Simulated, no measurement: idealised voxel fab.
process module | voxel spacer lines
cross-section cut | 280 nm wide | cells 5 nm
A cross-section is a grid of square cells, given in bands from the top down. A band is one or more rows of cells.
Each band's line starts with the height of the band's top and of its bottom, in nm. Then come its materials from left to right, each with its width in nm. One material with "throughout" fills the band from edge to edge. "air" is empty space.
Height 0 is the level under which the wafer as received is all one material. The lowest band goes on downwards, as in "0 down".
A width such as "30 to 40" changes by the same amount from each row of cells to the next, from the band's top row to its bottom row.
"no change" after a step means that no cell of the cross-section changed.
closed voids: empty space of 8 cells or more with no open way to the top, each as width x height at its distance from the left edge, in nm
after a step's settings: what the simulator itself notes on the step
overlay nm, on a step with a mask: how far to the right of its planned place the mask lay; to the left if negative
plan
1 op RECEIVE | material Si
2 op CONFORMAL_DEP | material SiO2 | thk nm 5
3 op DIRECTIONAL_DEP | material TiN | thk nm 10
4 op DIRECTIONAL_DEP | material polySi | thk nm 25
5 op PATTERN | tone cover | mask id MANDREL | material resist | width nm 15 | pitch nm 50 | thk nm 30 | overlay nm 0
6 op DIRECTIONAL_ETCH | etch materials polySi | depth nm 25
7 op STRIP | etch materials resist
8 op CONFORMAL_DEP | material SiN | thk nm 10
9 op DIRECTIONAL_ETCH | etch materials SiN | depth nm 10
10 op STRIP | etch materials polySi
11 op DIRECTIONAL_ETCH | etch materials TiN | depth nm 10
12 op STRIP | etch materials SiN
as received, after step 1
  0 down: Si throughout
  closed voids: none
first wafer at the end, as planned
  15 to 5: air 70 | TiN 10 | air 15 | TiN 10 | air 15 | TiN 10 | air 15 | TiN 10 | air 15 | TiN 10 | air 15 | TiN 10 | air 75
  5 to 0: SiO2 throughout
  0 down: Si throughout
  closed voids: none
second wafer at the end: like start, like plan, one mistake
  15 to 5: air 75 | TiN 10 | air 15 | TiN 10 | air 15 | TiN 10 | air 15 | TiN 10 | air 15 | TiN 10 | air 15 | TiN 10 | air 70
  5 to 0: SiO2 throughout
  0 down: Si throughout
  closed voids: none
what went wrong: step 5 ran as: op PATTERN | tone cover | mask id MANDREL | material resist | width nm 15 | pitch nm 50 | thk nm 30 | overlay nm 5
at the end the second wafer has, in cells: as many of each material as the first, in other places
